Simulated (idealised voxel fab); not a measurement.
voxel trench capacitor: a process module
The cross-section shown here is cut; it is 235 nm wide and divided into square cells measuring 5 nm on a side.
Just so we're on the same page, the cross-sections are grids of square cells, and they're listed out in bands top to bottom, each band one or more rows deep. Each band's line starts with the height of the band's top and of its bottom, in nm. Then come its materials from left to right, each with its width in nm. One material with "everywhere" fills the band from edge to edge. "blank" is empty space. Heights are reckoned from 0. Under this level, the received wafer is all of one material. The bottommost band is open-ended downward, for example "from 0 down". When a width is written as two numbers, as in "30..40", the first number is the width in the top row of cells of the band and the second is the width in its bottom row, and the width changes by the same amount from each row to the next. Take "no change occurred" at face value: in the step it is given for, the cross-section changed in none of its cells. Each empty space that has no open way to the top and spans at least 8 cells appears under "Trapped cavities" as width x height at distance, the distance counted from the left edge, all in nm. Anything after a step's settings on that line? It's the simulator's own note about the step. "overlay nm" on a masked step: distance the mask lay right of its planned place, negative for left.
# List of planned process steps
1: op RECEIVE | material Si
2: op CONFORMAL_DEP | material SiN | thk nm 5
3: op MASKED_ETCH | tone open | mask id TRENCH | width nm 25 | pitch nm 40 | etch materials SiN | depth nm 5 | overlay nm 0
4: op MASKED_ETCH | tone open | mask id TRENCH | width nm 25 | pitch nm 40 | etch materials Si | depth nm 25 | overlay nm 0
5: op CONFORMAL_DEP | material HfO2 | thk nm 5
6: op CONFORMAL_DEP | material TiN | thk nm 5
7: op FILL_DEP | material W | thk nm 10
8: op CMP | height nm 5
What sets these wafers apart? The depth nm at step 4. They all start alike, and the plan carries the first wafer's value.
# Cross-section of the first of several wafers as received (after step 1)
> from 0 down  Si everywhere
> Trapped cavities: none
# So in this table every wafer gets its own row, and what you see is where it stands at the end of the module: for each material, how many cells it picked up (+) or gave up (-) since we received it, and after that its closed voids
depth nm 25 | +45 HfO2 | -75 Si | +32 SiN | +33 TiN | +12 W | Trapped cavities: none
depth nm 30 | +51 HfO2 | -90 Si | +32 SiN | +39 TiN | +15 W | Trapped cavities: none
depth nm 35 | +57 HfO2 | -105 Si | +32 SiN | +45 TiN | +18 W | Trapped cavities: none
depth nm 40 | +63 HfO2 | -120 Si | +32 SiN | +51 TiN | +21 W | Trapped cavities: none
depth nm 45 | +69 HfO2 | -135 Si | +32 SiN | +57 TiN | +24 W | Trapped cavities: none
depth nm 50 | +75 HfO2 | -150 Si | +32 SiN | +63 TiN | +27 W | Trapped cavities: none
